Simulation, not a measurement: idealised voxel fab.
The process module that follows is named voxel wiring stack.
In the cross-section labelled cut, the width is 285 nm and each square cell is 5 nm.
Square cells in a grid make up a cross-section in this document, and the grid is given as bands, listed from the top down, each one or more rows of cells. Heads up on the band format: heights come first, top then bottom, in nm. After that it's the materials left to right, each with its width in nm. A single material flagged "full width" fills the whole band edge to edge, and "empty" means there's empty space there. Convention: height 0 is the level below which the wafer, as received, is all one material. The lowest band does not terminate at the bottom but continues downward, represented as "0 down". You'd read "30->40" like this: the band's top row of cells is as wide as the first number, its bottom row is as wide as the second, and going down, every row changes width by the same amount as the row before did. Step note "remained the same" = no cross-section cell changed. If an empty space has no open way to the top and is at least 8 cells in size, "Sealed internal cavities" lists it, written width x height at distance, where distance is measured from the left edge and every value is in nm. Formally, on a step line, whatever follows the settings is a remark that the simulator itself makes on the step. overlay nm: for a step with a mask, the amount by which the mask lay right of where it was planned; a negative amount means left of it.
### The process steps that were planned are listed below
1,op RECEIVE | material Si
2,op CONFORMAL_DEP | material SiO2 | thk nm 15
3,op DIRECTIONAL_DEP | material TiN | thk nm 5
4,op DIRECTIONAL_DEP | material Ru | thk nm 15
5,op PATTERN | tone cover | mask id METAL_1 | material resist | width nm 25 | pitch nm 40 | thk nm 20 | overlay nm 0
6,op DIRECTIONAL_ETCH | etch materials Ru | depth nm 15
7,op DIRECTIONAL_ETCH | etch materials TiN | depth nm 5
8,op STRIP | etch materials resist
9,op CONFORMAL_DEP | material SiCN | thk nm 5
10,op FILL_DEP | material SiO2 | thk nm 10
11,op CMP | height nm 35
12,op CONFORMAL_DEP | material SiCN | thk nm 5
13,op DIRECTIONAL_DEP | material SiO2 | thk nm 25
14,op PATTERN | tone open | mask id METAL_2_HOLES | material resist | width nm 15 | pitch nm 40 | thk nm 20 | overlay nm 0
15,op DIRECTIONAL_ETCH | etch materials SiO2 | depth nm 25
16,op STRIP | etch materials resist
17,op DIRECTIONAL_DEP | material aC | thk nm 10
18,op PATTERN | tone open | mask id METAL_2 | material resist | width nm 25 | pitch nm 40 | thk nm 25 | overlay nm 0
19,op DIRECTIONAL_ETCH | etch materials aC | depth nm 10
20,op STRIP | etch materials resist
21,op DIRECTIONAL_ETCH | etch materials SiO2 | depth nm 15
22,op DIRECTIONAL_ETCH | etch materials SiCN | depth nm 5
23,op STRIP | etch materials aC
24,op CONFORMAL_DEP | material TiN | thk nm 5
25,op FILL_DEP | material Ru | thk nm 10
26,op CMP | height nm 65
27,op CONFORMAL_DEP | material SiN | thk nm 5
### Delivered wafer in cross-section: state after step 1
- 0 down  Si full width
- Sealed internal cavities: none
### Figure: cross-sectional view of the wafer upon completion of the module, processed from the initial state and according to the plan depicted above, with one error introduced during execution
- 70 to 65  SiN full width
- 65 to 55  SiO2 90; TiN 5; Ru 15; TiN 5; SiO2 15; TiN 5; Ru 15; TiN 5; SiO2 15; TiN 5; Ru 15; TiN 5; SiO2 90
- 55 to 50  SiO2 90; TiN 5; Ru 5; TiN 15; SiO2 15; TiN 5; Ru 5; TiN 15; SiO2 15; TiN 5; Ru 5; TiN 15; SiO2 90
- 50 to 40  SiO2 90; TiN 5; Ru 5; TiN 5; SiO2 25; TiN 5; Ru 5; TiN 5; SiO2 25; TiN 5; Ru 5; TiN 5; SiO2 100
- 40 to 35  SiCN 90; TiN 15; SiCN 25; TiN 15; SiCN 25; TiN 15; SiCN 100
- 35 to 20  SiO2 85; SiN 5; Ru 25; SiN 5; SiO2 5; SiN 5; Ru 25; SiN 5; SiO2 5; SiN 5; Ru 25; SiN 5; SiO2 85
- 20 to 15  SiN 90; TiN 25; SiN 15; TiN 25; SiN 15; TiN 25; SiN 90
- 15 to 0  SiO2 full width
- 0 down  Si full width
- Sealed internal cavities: none
Plan not followed: step 9, actual vs plan mismatch, actual run op CONFORMAL_DEP | material SiN | thk nm 5
